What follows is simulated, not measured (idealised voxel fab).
Process module under the name voxel ribs on slabs
cross-section cut | 235 nm wide | cells 5 nm
Cross-section format: a grid of square cells, given as bands from top to bottom; each band is one or more rows of cells. Band: top height; bottom height; in nm. Then, left to right: material with width in nm, for each material. "everywhere": a single material spanning edge to edge. "empty": empty space. It should be noted that heights are counted from 0, beneath which the wafer as supplied is of one material throughout, and that the lowest band possesses no lower boundary but continues downward, as written in "0 and below". The width entry "30 to 40" should be interpreted row by row: the top row of cells in the band takes the first number, the bottom row takes the second number, and the change between adjacent rows is uniform throughout. The cross-section has no changed cell in any step marked "remained unchanged". Entry "Sealed cavities" = empty spaces >= 8 cells with no open way to the top; each as width x height at distance, distance from left edge, all nm. Whatever follows a step's settings on its line is a remark the simulator itself makes about that step. overlay nm, on a step with a mask: how far to the right of its planned place the mask lay; to the left if negative. How should the pairs below be read? Each gives the cross-section before one process step and the cross-section after it, the latter drawn only to the lowest band that changed; the step that lies between them, with its settings, appears under the pair. Does a pair pick up where the pair above left off? Only where its entry headed "Incoming profile" says so, since pairs can come from different runs of this module on the same starting wafer.
# Incoming profile
- 0 and below: Si everywhere
- Sealed cavities: none
# Post-Step Cross-Section
- 30 down to 0: SiO2 everywhere
- below 0: unchanged
- Sealed cavities: none
Going from one cross-section above to the next, the wafer undergoes DIRECTIONAL_DEP [material SiO2] [thk nm 30]
Incoming profile: equal to the after panel directly above.
# Post-Step Cross-Section
- 50 down to 30: SiN everywhere
- below 30: unchanged
- Sealed cavities: none
Going from one cross-section above to the next, the wafer undergoes DIRECTIONAL_DEP [material SiN] [thk nm 20]
Incoming profile: equal to the after panel directly above.
# Post-Step Cross-Section
- 70 down to 50: empty 105  resist 20  empty 110
- below 50: unchanged
- Sealed cavities: none
Going from one cross-section above to the next, the wafer undergoes PATTERN [tone cover] [mask id RIB] [material resist] [width nm 20] [thk nm 20] [overlay nm 0]
Incoming profile: equal to the after panel directly above.
# Post-Step Cross-Section
- 70 down to 50: empty 105  resist 20  empty 110
- 50 down to 40: empty 105  SiN 20  empty 110
- below 40: unchanged
- Sealed cavities: none
Going from one cross-section above to the next, the wafer undergoes DIRECTIONAL_ETCH [etch materials SiN] [depth nm 10]
Incoming profile: equal to the after panel directly above.
# Post-Step Cross-Section
- 50 down to 40: empty 105  SiN 20  empty 110
- below 40: unchanged
- Sealed cavities: none
Going from one cross-section above to the next, the wafer undergoes STRIP [etch materials resist]
Incoming profile: equal to the after panel directly above.
# Post-Step Cross-Section
- 70 down to 50: empty 90  resist 50  empty 95
- 50 down to 40: empty 90  resist 15  SiN 20  resist 15  empty 95
- below 40: unchanged
- Sealed cavities: none
Going from one cross-section above to the next, the wafer undergoes PATTERN [tone cover] [mask id SLAB] [material resist] [width nm 50] [thk nm 20] [overlay nm 0]
Incoming profile: equal to the after panel directly above.
# Post-Step Cross-Section
- 70 down to 50: empty 90  resist 50  empty 95
- 50 down to 40: empty 90  resist 15  SiN 20  resist 15  empty 95
- 40 down to 30: empty 90  SiN 50  empty 95
- below 30: unchanged
- Sealed cavities: none
Going from one cross-section above to the next, the wafer undergoes DIRECTIONAL_ETCH [etch materials SiN] [depth nm 10]
Incoming profile: equal to the after panel directly above.
# Post-Step Cross-Section
- 50 down to 40: empty 105  SiN 20  empty 110
- below 40: unchanged
- Sealed cavities: none
Going from one cross-section above to the next, the wafer undergoes STRIP [etch materials resist]
Incoming profile: equal to the after panel directly above.
# Post-Step Cross-Section
- 65 down to 50: SiO2 everywhere
- 50 down to 40: SiO2 105  SiN 20  SiO2 110
- 40 down to 30: SiO2 90  SiN 50  SiO2 95
- below 30: unchanged
- Sealed cavities: none
Going from one cross-section above to the next, the wafer undergoes FILL_DEP [material SiO2] [thk nm 15]
Incoming profile: equal to the after panel directly above.
# Post-Step Cross-Section
- 60 down to 50: SiO2 everywhere
- below 50: unchanged
- Sealed cavities: none
Going from one cross-section above to the next, the wafer undergoes CMP [height nm 60]
Incoming profile: equal to the after panel directly above.
# Post-Step Cross-Section
- 70 down to 60: TiN everywhere
- below 60: unchanged
- Sealed cavities: none
Going from one cross-section above to the next, the wafer undergoes DIRECTIONAL_DEP [material TiN] [thk nm 10]
Incoming profile: equal to the after panel directly above.
# Post-Step Cross-Section
- 80 down to 70: aC everywhere
- below 70: unchanged
- Sealed cavities: none
Going from one cross-section above to the next, the wafer undergoes DIRECTIONAL_DEP [material aC] [thk nm 10]
Incoming profile: equal to the after panel directly above.
# Post-Step Cross-Section
- 110 down to 80: empty 100  resist 30  empty 105
- below 80: unchanged
- Sealed cavities: none
Going from one cross-section above to the next, the wafer undergoes PATTERN [tone cover] [mask id HEATER] [material resist] [width nm 30] [thk nm 30] [overlay nm 0]
Incoming profile: equal to the after panel directly above.
# Post-Step Cross-Section
- 100 down to 80: empty 100  resist 30  empty 105
- 80 down to 70: empty 100  aC 30  empty 105
- below 70: unchanged
- Sealed cavities: none
Going from one cross-section above to the next, the wafer undergoes DIRECTIONAL_ETCH [etch materials aC] [depth nm 10]
Incoming profile: equal to the after panel directly above.
# Post-Step Cross-Section
- 80 down to 70: empty 100  aC 30  empty 105
- below 70: unchanged
- Sealed cavities: none
Going from one cross-section above to the next, the wafer undergoes STRIP [etch materials resist]
Incoming profile: equal to the after panel directly above.
# Post-Step Cross-Section
- 80 down to 70: empty 100  aC 30  empty 105
- 70 down to 60: empty 100  TiN 30  empty 105
- below 60: unchanged
- Sealed cavities: none
Going from one cross-section above to the next, the wafer undergoes DIRECTIONAL_ETCH [etch materials TiN] [depth nm 10]
Incoming profile: equal to the after panel directly above.
# Post-Step Cross-Section
- 70 down to 60: empty 100  TiN 30  empty 105
- below 60: unchanged
- Sealed cavities: none
Going from one cross-section above to the next, the wafer undergoes STRIP [etch materials aC]
Incoming profile: equal to the after panel directly above.
# Post-Step Cross-Section
- 75 down to 70: empty 95  SiN 40  empty 100
- 70 down to 65: empty 95  SiN 5  TiN 30  SiN 5  empty 100
- 65 down to 60: SiN 100  TiN 30  SiN 105
- below 60: unchanged
- Sealed cavities: none
Going from one cross-section above to the next, the wafer undergoes CONFORMAL_DEP [material SiN] [thk nm 5]
# Incoming profile
- 50 down to 30: SiN everywhere
- 30 down to 0: SiO2 everywhere
- 0 and below: Si everywhere
- Sealed cavities: none
# Post-Step Cross-Section
- 70 down to 30: SiN everywhere
- below 30: unchanged
- Sealed cavities: none
Going from one cross-section above to the next, the wafer undergoes DIRECTIONAL_DEP [material SiN] [thk nm 20]
Incoming profile: equal to the after panel directly above.
# Post-Step Cross-Section
- 90 down to 70: empty 105  resist 20  empty 110
- below 70: unchanged
- Sealed cavities: none
Going from one cross-section above to the next, the wafer undergoes PATTERN [tone cover] [mask id RIB] [material resist] [width nm 20] [thk nm 20] [overlay nm 0]
Incoming profile: equal to the after panel directly above.
# Post-Step Cross-Section
- 90 down to 70: empty 105  resist 20  empty 110
- 70 down to 60: empty 105  SiN 20  empty 110
- below 60: unchanged
- Sealed cavities: none
Going from one cross-section above to the next, the wafer undergoes DIRECTIONAL_ETCH [etch materials SiN] [depth nm 10]
Incoming profile: equal to the after panel directly above.
# Post-Step Cross-Section
- 70 down to 60: empty 105  SiN 20  empty 110
- below 60: unchanged
- Sealed cavities: none
Going from one cross-section above to the next, the wafer undergoes STRIP [etch materials resist]
Incoming profile: equal to the after panel directly above.
# Post-Step Cross-Section
- 90 down to 70: empty 90  resist 50  empty 95
- 70 down to 60: empty 90  resist 15  SiN 20  resist 15  empty 95
- below 60: unchanged
- Sealed cavities: none
Going from one cross-section above to the next, the wafer undergoes PATTERN [tone cover] [mask id SLAB] [material resist] [width nm 50] [thk nm 20] [overlay nm 0]
Incoming profile: equal to the after panel directly above.
# Post-Step Cross-Section
- 90 down to 70: empty 90  resist 50  empty 95
- 70 down to 60: empty 90  resist 15  SiN 20  resist 15  empty 95
- 60 down to 50: empty 90  SiN 50  empty 95
- below 50: unchanged
- Sealed cavities: none
Going from one cross-section above to the next, the wafer undergoes DIRECTIONAL_ETCH [etch materials SiN] [depth nm 10]
Incoming profile: equal to the after panel directly above.
# Post-Step Cross-Section
- 70 down to 60: empty 105  SiN 20  empty 110
- below 60: unchanged
- Sealed cavities: none
Going from one cross-section above to the next, the wafer undergoes STRIP [etch materials resist]
Incoming profile: equal to the after panel directly above.
# Post-Step Cross-Section
- 85 down to 70: SiO2 everywhere
- 70 down to 60: SiO2 105  SiN 20  SiO2 110
- 60 down to 50: SiO2 90  SiN 50  SiO2 95
- below 50: unchanged
- Sealed cavities: none
Going from one cross-section above to the next, the wafer undergoes FILL_DEP [material SiO2] [thk nm 15]
Incoming profile: equal to the after panel directly above.
# Post-Step Cross-Section
- 60 down to 50: SiO2 90  SiN 50  SiO2 95
- below 50: unchanged
- Sealed cavities: none
Going from one cross-section above to the next, the wafer undergoes CMP [height nm 60]
Incoming profile: equal to the after panel directly above.
# Post-Step Cross-Section
- 70 down to 60: TiN everywhere
- below 60: unchanged
- Sealed cavities: none
Going from one cross-section above to the next, the wafer undergoes DIRECTIONAL_DEP [material TiN] [thk nm 10]
Incoming profile: equal to the after panel directly above.
# Post-Step Cross-Section
- 80 down to 70: aC everywhere
- below 70: unchanged
- Sealed cavities: none
Going from one cross-section above to the next, the wafer undergoes DIRECTIONAL_DEP [material aC] [thk nm 10]
Incoming profile: equal to the after panel directly above.
# Post-Step Cross-Section
- 110 down to 80: empty 100  resist 30  empty 105
- below 80: unchanged
- Sealed cavities: none
Going from one cross-section above to the next, the wafer undergoes PATTERN [tone cover] [mask id HEATER] [material resist] [width nm 30] [thk nm 30] [overlay nm 0]
Incoming profile: equal to the after panel directly above.
# Post-Step Cross-Section
- 100 down to 80: empty 100  resist 30  empty 105
- 80 down to 70: empty 100  aC 30  empty 105
- below 70: unchanged
- Sealed cavities: none
Going from one cross-section above to the next, the wafer undergoes DIRECTIONAL_ETCH [etch materials aC] [depth nm 10]
Incoming profile: equal to the after panel directly above.
# Post-Step Cross-Section
- 80 down to 70: empty 100  aC 30  empty 105
- below 70: unchanged
- Sealed cavities: none
Going from one cross-section above to the next, the wafer undergoes STRIP [etch materials resist]
Incoming profile: equal to the after panel directly above.
# Post-Step Cross-Section
- 80 down to 70: empty 100  aC 30  empty 105
- 70 down to 60: empty 100  TiN 30  empty 105
- below 60: unchanged
- Sealed cavities: none
Going from one cross-section above to the next, the wafer undergoes DIRECTIONAL_ETCH [etch materials TiN] [depth nm 10]
Incoming profile: equal to the after panel directly above.
# Post-Step Cross-Section
- 70 down to 60: empty 100  TiN 30  empty 105
- below 60: unchanged
- Sealed cavities: none
Going from one cross-section above to the next, the wafer undergoes STRIP [etch materials aC]
Incoming profile: equal to the after panel directly above.
# Post-Step Cross-Section
- 75 down to 70: empty 95  SiN 40  empty 100
- 70 down to 65: empty 95  SiN 5  TiN 30  SiN 5  empty 100
- 65 down to 60: SiN 100  TiN 30  SiN 105
- below 60: unchanged
- Sealed cavities: none
Going from one cross-section above to the next, the wafer undergoes CONFORMAL_DEP [material SiN] [thk nm 5]
# Incoming profile
- 0 and below: Si everywhere
- Sealed cavities: none
# Post-Step Cross-Section
- 20 down to 0: SiN everywhere
- below 0: unchanged
- Sealed cavities: none
Going from one cross-section above to the next, the wafer undergoes DIRECTIONAL_DEP [material SiN] [thk nm 20]
Incoming profile: equal to the after panel directly above.
# Post-Step Cross-Section
- 50 down to 20: SiO2 everywhere
- below 20: unchanged
- Sealed cavities: none
Going from one cross-section above to the next, the wafer undergoes DIRECTIONAL_DEP [material SiO2] [thk nm 30]
Incoming profile: equal to the after panel directly above.
# Post-Step Cross-Section
- 70 down to 50: empty 105  resist 20  empty 110
- below 50: unchanged
- Sealed cavities: none
Going from one cross-section above to the next, the wafer undergoes PATTERN [tone cover] [mask id RIB] [material resist] [width nm 20] [thk nm 20] [overlay nm 0]
Incoming profile: equal to the after panel directly above.
# Post-Step Cross-Section
- 50 down to 20: SiO2 everywhere
- below 20: unchanged
- Sealed cavities: none
Going from one cross-section above to the next, the wafer undergoes STRIP [etch materials resist]
Incoming profile: equal to the after panel directly above.
# Post-Step Cross-Section
- 70 down to 50: empty 90  resist 50  empty 95
- below 50: unchanged
- Sealed cavities: none
Going from one cross-section above to the next, the wafer undergoes PATTERN [tone cover] [mask id SLAB] [material resist] [width nm 50] [thk nm 20] [overlay nm 0]
Incoming profile: equal to the after panel directly above.
# Post-Step Cross-Section
- 50 down to 20: SiO2 everywhere
- below 20: unchanged
- Sealed cavities: none
Going from one cross-section above to the next, the wafer undergoes STRIP [etch materials resist]
Incoming profile: equal to the after panel directly above.
# Post-Step Cross-Section
- 65 down to 20: SiO2 everywhere
- below 20: unchanged
- Sealed cavities: none
Going from one cross-section above to the next, the wafer undergoes FILL_DEP [material SiO2] [thk nm 15]
Incoming profile: equal to the after panel directly above.
# Post-Step Cross-Section
- 60 down to 20: SiO2 everywhere
- below 20: unchanged
- Sealed cavities: none
Going from one cross-section above to the next, the wafer undergoes CMP [height nm 60]
Incoming profile: equal to the after panel directly above.
# Post-Step Cross-Section
- 70 down to 60: TiN everywhere
- below 60: unchanged
- Sealed cavities: none
Going from one cross-section above to the next, the wafer undergoes DIRECTIONAL_DEP [material TiN] [thk nm 10]
Incoming profile: equal to the after panel directly above.
# Post-Step Cross-Section
- 80 down to 70: aC everywhere
- below 70: unchanged
- Sealed cavities: none
Going from one cross-section above to the next, the wafer undergoes DIRECTIONAL_DEP [material aC] [thk nm 10]
Incoming profile: equal to the after panel directly above.
# Post-Step Cross-Section
- 110 down to 80: empty 100  resist 30  empty 105
- below 80: unchanged
- Sealed cavities: none
Going from one cross-section above to the next, the wafer undergoes PATTERN [tone cover] [mask id HEATER] [material resist] [width nm 30] [thk nm 30] [overlay nm 0]
Incoming profile: equal to the after panel directly above.
# Post-Step Cross-Section
- 100 down to 80: empty 100  resist 30  empty 105
- 80 down to 70: empty 100  aC 30  empty 105
- below 70: unchanged
- Sealed cavities: none
Going from one cross-section above to the next, the wafer undergoes DIRECTIONAL_ETCH [etch materials aC] [depth nm 10]
Incoming profile: equal to the after panel directly above.
# Post-Step Cross-Section
- 80 down to 70: empty 100  aC 30  empty 105
- below 70: unchanged
- Sealed cavities: none
Going from one cross-section above to the next, the wafer undergoes STRIP [etch materials resist]
Incoming profile: equal to the after panel directly above.
# Post-Step Cross-Section
- 80 down to 70: empty 100  aC 30  empty 105
- 70 down to 60: empty 100  TiN 30  empty 105
- below 60: unchanged
- Sealed cavities: none
Going from one cross-section above to the next, the wafer undergoes DIRECTIONAL_ETCH [etch materials TiN] [depth nm 10]
Incoming profile: equal to the after panel directly above.
# Post-Step Cross-Section
- 70 down to 60: empty 100  TiN 30  empty 105
- below 60: unchanged
- Sealed cavities: none
Going from one cross-section above to the next, the wafer undergoes STRIP [etch materials aC]
Incoming profile: equal to the after panel directly above.
# Post-Step Cross-Section
- 75 down to 70: empty 95  SiN 40  empty 100
- 70 down to 65: empty 95  SiN 5  TiN 30  SiN 5  empty 100
- 65 down to 60: SiN 100  TiN 30  SiN 105
- below 60: unchanged
- Sealed cavities: none
Going from one cross-section above to the next, the wafer undergoes CONFORMAL_DEP [material SiN] [thk nm 5]
# Incoming profile
- 60 down to 50: SiO2 everywhere
- 50 down to 40: SiO2 105  SiN 20  SiO2 110
- 40 down to 30: SiO2 90  SiN 50  SiO2 95
- 30 down to 0: SiO2 everywhere
- 0 and below: Si everywhere
- Sealed cavities: none
# Post-Step Cross-Section
- 75 down to 60: TiN everywhere
- below 60: unchanged
- Sealed cavities: none
Going from one cross-section above to the next, the wafer undergoes DIRECTIONAL_DEP [material TiN] [thk nm 15]
Incoming profile: equal to the after panel directly above.
# Post-Step Cross-Section
- 85 down to 75: aC everywhere
- below 75: unchanged
- Sealed cavities: none
Going from one cross-section above to the next, the wafer undergoes DIRECTIONAL_DEP [material aC] [thk nm 10]
Incoming profile: equal to the after panel directly above.
# Post-Step Cross-Section
- 115 down to 85: empty 100  resist 30  empty 105
- below 85: unchanged
- Sealed cavities: none
Going from one cross-section above to the next, the wafer undergoes PATTERN [tone cover] [mask id HEATER] [material resist] [width nm 30] [thk nm 30] [overlay nm 0]
Incoming profile: equal to the after panel directly above.
# Post-Step Cross-Section
- 105 down to 85: empty 100  resist 30  empty 105
- 85 down to 75: empty 100  aC 30  empty 105
- below 75: unchanged
- Sealed cavities: none
Going from one cross-section above to the next, the wafer undergoes DIRECTIONAL_ETCH [etch materials aC] [depth nm 10]
Incoming profile: equal to the after panel directly above.
# Post-Step Cross-Section
- 85 down to 75: empty 100  aC 30  empty 105
- below 75: unchanged
- Sealed cavities: none
Going from one cross-section above to the next, the wafer undergoes STRIP [etch materials resist]
Incoming profile: equal to the after panel directly above.
# Post-Step Cross-Section
- 85 down to 75: empty 100  aC 30  empty 105
- 75 down to 65: empty 100  TiN 30  empty 105
- below 65: unchanged
- Sealed cavities: none
Going from one cross-section above to the next, the wafer undergoes DIRECTIONAL_ETCH [etch materials TiN] [depth nm 10]
Incoming profile: equal to the after panel directly above.
# Post-Step Cross-Section
- 75 down to 65: empty 100  TiN 30  empty 105
- below 65: unchanged
- Sealed cavities: none
Going from one cross-section above to the next, the wafer undergoes STRIP [etch materials aC]
Incoming profile: equal to the after panel directly above.
# Post-Step Cross-Section
- 80 down to 75: empty 95  SiN 40  empty 100
- 75 down to 70: empty 95  SiN 5  TiN 30  SiN 5  empty 100
- 70 down to 65: SiN 100  TiN 30  SiN 105
- below 65: unchanged
- Sealed cavities: none
Going from one cross-section above to the next, the wafer undergoes CONFORMAL_DEP [material SiN] [thk nm 5]
# Incoming profile
- 80 down to 70: aC everywhere
- 70 down to 60: TiN everywhere
- 60 down to 50: SiO2 everywhere
- 50 down to 40: SiO2 105  SiN 20  SiO2 110
- 40 down to 30: SiO2 90  SiN 50  SiO2 95
- 30 down to 0: SiO2 everywhere
- 0 and below: Si everywhere
- Sealed cavities: none
# Post-Step Cross-Section
- 110 down to 80: empty 105  resist 20  empty 110
- below 80: unchanged
- Sealed cavities: none
Going from one cross-section above to the next, the wafer undergoes PATTERN [tone cover] [mask id HEATER] [material resist] [width nm 20] [thk nm 30] [overlay nm 0]
Incoming profile: equal to the after panel directly above.
# Post-Step Cross-Section
- 100 down to 80: empty 105  resist 20  empty 110
- 80 down to 70: empty 105  aC 20  empty 110
- below 70: unchanged
- Sealed cavities: none
Going from one cross-section above to the next, the wafer undergoes DIRECTIONAL_ETCH [etch materials aC] [depth nm 10]
Incoming profile: equal to the after panel directly above.
# Post-Step Cross-Section
- 80 down to 70: empty 105  aC 20  empty 110
- below 70: unchanged
- Sealed cavities: none
Going from one cross-section above to the next, the wafer undergoes STRIP [etch materials resist]
Incoming profile: equal to the after panel directly above.
# Post-Step Cross-Section
- 80 down to 70: empty 105  aC 20  empty 110
- 70 down to 60: empty 105  TiN 20  empty 110
- below 60: unchanged
- Sealed cavities: none
Going from one cross-section above to the next, the wafer undergoes DIRECTIONAL_ETCH [etch materials TiN] [depth nm 10]
Incoming profile: equal to the after panel directly above.
# Post-Step Cross-Section
- 70 down to 60: empty 105  TiN 20  empty 110
- below 60: unchanged
- Sealed cavities: none
Going from one cross-section above to the next, the wafer undergoes STRIP [etch materials aC]
Incoming profile: equal to the after panel directly above.
# Post-Step Cross-Section
- 75 down to 70: empty 100  SiN 30  empty 105
- 70 down to 65: empty 100  SiN 5  TiN 20  SiN 5  empty 105
- 65 down to 60: SiN 105  TiN 20  SiN 110
- below 60: unchanged
- Sealed cavities: none
Going from one cross-section above to the next, the wafer undergoes CONFORMAL_DEP [material SiN] [thk nm 5]
# Incoming profile
- 80 down to 70: aC everywhere
- 70 down to 60: TiN everywhere
- 60 down to 50: SiO2 everywhere
- 50 down to 40: SiO2 105  SiN 20  SiO2 110
- 40 down to 30: SiO2 90  SiN 50  SiO2 95
- 30 down to 0: SiO2 everywhere
- 0 and below: Si everywhere
- Sealed cavities: none
# Post-Step Cross-Section
- 110 down to 80: empty 95  resist 30  empty 110
- below 80: unchanged
- Sealed cavities: none
Going from one cross-section above to the next, the wafer undergoes PATTERN [tone cover] [mask id HEATER] [material resist] [width nm 30] [thk nm 30] [overlay nm -5]
Incoming profile: equal to the after panel directly above.
# Post-Step Cross-Section
- 100 down to 80: empty 95  resist 30  empty 110
- 80 down to 70: empty 95  aC 30  empty 110
- below 70: unchanged
- Sealed cavities: none
Going from one cross-section above to the next, the wafer undergoes DIRECTIONAL_ETCH [etch materials aC] [depth nm 10]
Incoming profile: equal to the after panel directly above.
# Post-Step Cross-Section
- 80 down to 70: empty 95  aC 30  empty 110
- below 70: unchanged
- Sealed cavities: none
Going from one cross-section above to the next, the wafer undergoes STRIP [etch materials resist]
Incoming profile: equal to the after panel directly above.
# Post-Step Cross-Section
- 80 down to 70: empty 95  aC 30  empty 110
- 70 down to 60: empty 95  TiN 30  empty 110
- below 60: unchanged
- Sealed cavities: none
Going from one cross-section above to the next, the wafer undergoes DIRECTIONAL_ETCH [etch materials TiN] [depth nm 10]
Incoming profile: equal to the after panel directly above.
# Post-Step Cross-Section
- 70 down to 60: empty 95  TiN 30  empty 110
- below 60: unchanged
- Sealed cavities: none
Going from one cross-section above to the next, the wafer undergoes STRIP [etch materials aC]
Incoming profile: equal to the after panel directly above.
# Post-Step Cross-Section
- 75 down to 70: empty 90  SiN 40  empty 105
- 70 down to 65: empty 90  SiN 5  TiN 30  SiN 5  empty 105
- 65 down to 60: SiN 95  TiN 30  SiN 110
- below 60: unchanged
- Sealed cavities: none
Going from one cross-section above to the next, the wafer undergoes CONFORMAL_DEP [material SiN] [thk nm 5]
# Incoming profile
- 60 down to 50: SiO2 everywhere
- 50 down to 40: SiO2 105  SiN 20  SiO2 110
- 40 down to 30: SiO2 90  SiN 50  SiO2 95
- 30 down to 0: SiO2 everywhere
- 0 and below: Si everywhere
- Sealed cavities: none
# Post-Step Cross-Section
- 70 down to 60: SiN everywhere
- below 60: unchanged
- Sealed cavities: none
Going from one cross-section above to the next, the wafer undergoes DIRECTIONAL_DEP [material SiN] [thk nm 10]
Incoming profile: equal to the after panel directly above.
# Post-Step Cross-Section
- 80 down to 70: aC everywhere
- below 70: unchanged
- Sealed cavities: none
Going from one cross-section above to the next, the wafer undergoes DIRECTIONAL_DEP [material aC] [thk nm 10]
Incoming profile: equal to the after panel directly above.
# Post-Step Cross-Section
- 110 down to 80: empty 100  resist 30  empty 105
- below 80: unchanged
- Sealed cavities: none
Going from one cross-section above to the next, the wafer undergoes PATTERN [tone cover] [mask id HEATER] [material resist] [width nm 30] [thk nm 30] [overlay nm 0]
Incoming profile: equal to the after panel directly above.
# Post-Step Cross-Section
- 100 down to 80: empty 100  resist 30  empty 105
- 80 down to 70: empty 100  aC 30  empty 105
- below 70: unchanged
- Sealed cavities: none
Going from one cross-section above to the next, the wafer undergoes DIRECTIONAL_ETCH [etch materials aC] [depth nm 10]
Incoming profile: equal to the after panel directly above.
# Post-Step Cross-Section
- 80 down to 70: empty 100  aC 30  empty 105
- below 70: unchanged
- Sealed cavities: none
Going from one cross-section above to the next, the wafer undergoes STRIP [etch materials resist]
Incoming profile: equal to the after panel directly above.
# Post-Step Cross-Section
- 70 down to 60: SiN everywhere
- below 60: unchanged
- Sealed cavities: none
Going from one cross-section above to the next, the wafer undergoes STRIP [etch materials aC]
Incoming profile: equal to the after panel directly above.
# Post-Step Cross-Section
- 75 down to 60: SiN everywhere
- below 60: unchanged
- Sealed cavities: none
Going from one cross-section above to the next, the wafer undergoes CONFORMAL_DEP [material SiN] [thk nm 5]
# Incoming profile
- 50 down to 30: SiN everywhere
- 30 down to 0: SiO2 everywhere
- 0 and below: Si everywhere
- Sealed cavities: none
# Post-Step Cross-Section
- 70 down to 50: resist 105  empty 20  resist 110
- below 50: unchanged
- Sealed cavities: none
Going from one cross-section above to the next, the wafer undergoes PATTERN [tone open] [mask id RIB] [material resist] [width nm 20] [thk nm 20] [overlay nm 0]
Incoming profile: equal to the after panel directly above.
# Post-Step Cross-Section
- 70 down to 50: resist 105  empty 20  resist 110
- 50 down to 40: SiN 105  empty 20  SiN 110
- below 40: unchanged
- Sealed cavities: none
Going from one cross-section above to the next, the wafer undergoes DIRECTIONAL_ETCH [etch materials SiN] [depth nm 10]
Incoming profile: equal to the after panel directly above.
# Post-Step Cross-Section
- 50 down to 40: SiN 105  empty 20  SiN 110
- below 40: unchanged
- Sealed cavities: none
Going from one cross-section above to the next, the wafer undergoes STRIP [etch materials resist]
Incoming profile: equal to the after panel directly above.
# Post-Step Cross-Section
- 70 down to 50: empty 90  resist 50  empty 95
- 50 down to 40: SiN 105  resist 20  SiN 110
- below 40: unchanged
- Sealed cavities: none
Going from one cross-section above to the next, the wafer undergoes PATTERN [tone cover] [mask id SLAB] [material resist] [width nm 50] [thk nm 20] [overlay nm 0]
Incoming profile: equal to the after panel directly above.
# Post-Step Cross-Section
- 70 down to 50: empty 90  resist 50  empty 95
- 50 down to 40: empty 90  SiN 15  resist 20  SiN 15  empty 95
- below 40: unchanged
- Sealed cavities: none
Going from one cross-section above to the next, the wafer undergoes DIRECTIONAL_ETCH [etch materials SiN] [depth nm 10]
Incoming profile: equal to the after panel directly above.
# Post-Step Cross-Section
- 50 down to 40: empty 90  SiN 15  empty 20  SiN 15  empty 95
- below 40: unchanged
- Sealed cavities: none
Going from one cross-section above to the next, the wafer undergoes STRIP [etch materials resist]
Incoming profile: equal to the after panel directly above.
# Post-Step Cross-Section
- 65 down to 50: SiO2 everywhere
- 50 down to 40: SiO2 90  SiN 15  SiO2 20  SiN 15  SiO2 95
- below 40: unchanged
- Sealed cavities: none
Going from one cross-section above to the next, the wafer undergoes FILL_DEP [material SiO2] [thk nm 15]
Incoming profile: equal to the after panel directly above.
# Post-Step Cross-Section
- 60 down to 50: SiO2 everywhere
- below 50: unchanged
- Sealed cavities: none
Going from one cross-section above to the next, the wafer undergoes CMP [height nm 60]
Incoming profile: equal to the after panel directly above.
# Post-Step Cross-Section
- 70 down to 60: TiN everywhere
- below 60: unchanged
- Sealed cavities: none
Going from one cross-section above to the next, the wafer undergoes DIRECTIONAL_DEP [material TiN] [thk nm 10]
Incoming profile: equal to the after panel directly above.
# Post-Step Cross-Section
- 80 down to 70: aC everywhere
- below 70: unchanged
- Sealed cavities: none
Going from one cross-section above to the next, the wafer undergoes DIRECTIONAL_DEP [material aC] [thk nm 10]
Incoming profile: equal to the after panel directly above.
# Post-Step Cross-Section
- 110 down to 80: empty 100  resist 30  empty 105
- below 80: unchanged
- Sealed cavities: none
Going from one cross-section above to the next, the wafer undergoes PATTERN [tone cover] [mask id HEATER] [material resist] [width nm 30] [thk nm 30] [overlay nm 0]
Incoming profile: equal to the after panel directly above.
# Post-Step Cross-Section
- 100 down to 80: empty 100  resist 30  empty 105
- 80 down to 70: empty 100  aC 30  empty 105
- below 70: unchanged
- Sealed cavities: none
Going from one cross-section above to the next, the wafer undergoes DIRECTIONAL_ETCH [etch materials aC] [depth nm 10]
Incoming profile: equal to the after panel directly above.
# Post-Step Cross-Section
- 80 down to 70: empty 100  aC 30  empty 105
- below 70: unchanged
- Sealed cavities: none
Going from one cross-section above to the next, the wafer undergoes STRIP [etch materials resist]
Incoming profile: equal to the after panel directly above.
# Post-Step Cross-Section
- 80 down to 70: empty 100  aC 30  empty 105
- 70 down to 60: empty 100  TiN 30  empty 105
- below 60: unchanged
- Sealed cavities: none
Going from one cross-section above to the next, the wafer undergoes DIRECTIONAL_ETCH [etch materials TiN] [depth nm 10]
Incoming profile: equal to the after panel directly above.
# Post-Step Cross-Section
- 70 down to 60: empty 100  TiN 30  empty 105
- below 60: unchanged
- Sealed cavities: none
Going from one cross-section above to the next, the wafer undergoes STRIP [etch materials aC]
Incoming profile: equal to the after panel directly above.
# Post-Step Cross-Section
- 75 down to 70: empty 95  SiN 40  empty 100
- 70 down to 65: empty 95  SiN 5  TiN 30  SiN 5  empty 100
- 65 down to 60: SiN 100  TiN 30  SiN 105
- below 60: unchanged
- Sealed cavities: none
Going from one cross-section above to the next, the wafer undergoes CONFORMAL_DEP [material SiN] [thk nm 5]
